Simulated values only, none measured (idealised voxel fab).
process module | voxel local oxidation
cross-section cut | 205 nm wide | cells 5 nm
A cross-section is a grid of square cells, given in bands from the top down. A band is one or more rows of cells.
Each band's line starts with the height of the band's top and of its bottom, in nm. Then come its materials from left to right, each with its width in nm. One material with "throughout" fills the band from edge to edge. "air" is empty space.
Height 0 is the level under which the wafer as received is all one material. The lowest band goes on downwards, as in "0 down".
A width such as "30 to 40" changes by the same amount from each row of cells to the next, from the band's top row to its bottom row.
"no change" after a step means that no cell of the cross-section changed.
closed voids: empty space of 8 cells or more with no open way to the top, each as width x height at its distance from the left edge, in nm
after a step's settings: what the simulator itself notes on the step
overlay nm, on a step with a mask: how far to the right of its planned place the mask lay; to the left if negative
plan
1 op RECEIVE | material Si
2 op OXIDIZE | depth nm 5
3 op CONFORMAL_DEP | material SiN | thk nm 15
4 op DIRECTIONAL_DEP | material aC | thk nm 15
5 op PATTERN | tone cover | mask id ACTIVE | material resist | width nm 130 | thk nm 35 | overlay nm 0
6 op DIRECTIONAL_ETCH | etch materials aC | depth nm 15
7 op STRIP | etch materials resist
8 op DIRECTIONAL_ETCH | etch materials SiN | depth nm 15
9 op STRIP | etch materials aC
10 op SELECTIVE_ETCH | etch materials SiO2 | depth nm 5
11 op OXIDIZE | depth nm 15
12 op STRIP | etch materials SiN
first wafer, as planned
as received, after step 1
  0 down: Si throughout
  closed voids: none
after step 2
  0 to -5: SiO2 throughout
  below -5: unchanged
after step 3
  15 to 0: SiN throughout
  below 0: unchanged
after step 4
  30 to 15: aC throughout
  below 15: unchanged
after step 5
  65 to 30: air 35 | resist 130 | air 40
  below 30: unchanged
after step 6
  50 to 30: air 35 | resist 130 | air 40
  30 to 15: air 35 | aC 130 | air 40
  below 15: unchanged
after step 7
  30 to 15: air 35 | aC 130 | air 40
  below 15: unchanged
after step 8
  30 to 15: air 35 | aC 130 | air 40
  15 to 0: air 35 | SiN 130 | air 40
  below 0: unchanged
after step 9
  15 to 0: air 35 | SiN 130 | air 40
  below 0: unchanged
after step 10
  15 to 0: air 35 | SiN 130 | air 40
  0 to -5: air 40 | SiO2 120 | air 45
  below -5: unchanged
after step 11
  15 to 0: air 35 | SiN 130 | air 40
  0 to -5: air 40 | SiO2 120 | air 45
  -5 to -20: SiO2 55 | Si 90 | SiO2 60
  below -20: unchanged
after step 12
  0 to -5: air 40 | SiO2 120 | air 45
  below -5: unchanged
second wafer: like start, like plan, one mistake. Through step 4 it matches the first wafer
when step 5 should have ended
  65 to 30: air 30 | resist 130 | air 45
  below 30: unchanged
when step 6 should have ended
  50 to 30: air 30 | resist 130 | air 45
  30 to 15: air 30 | aC 130 | air 45
  below 15: unchanged
when step 7 should have ended
  30 to 15: air 30 | aC 130 | air 45
  below 15: unchanged
when step 8 should have ended
  30 to 15: air 30 | aC 130 | air 45
  15 to 0: air 30 | SiN 130 | air 45
  below 0: unchanged
when step 9 should have ended
  15 to 0: air 30 | SiN 130 | air 45
  below 0: unchanged
when step 10 should have ended
  15 to 0: air 30 | SiN 130 | air 45
  0 to -5: air 35 | SiO2 120 | air 50
  below -5: unchanged
when step 11 should have ended
  15 to 0: air 30 | SiN 130 | air 45
  0 to -5: air 35 | SiO2 120 | air 50
  -5 to -20: SiO2 50 | Si 90 | SiO2 65
  below -20: unchanged
when step 12 should have ended
  0 to -5: air 35 | SiO2 120 | air 50
  below -5: unchanged
what went wrong: step 5 ran as: op PATTERN | tone cover | mask id ACTIVE | material resist | width nm 130 | thk nm 35 | overlay nm -5
at the end the second wafer has, in cells: as many of each material as the first, in other places
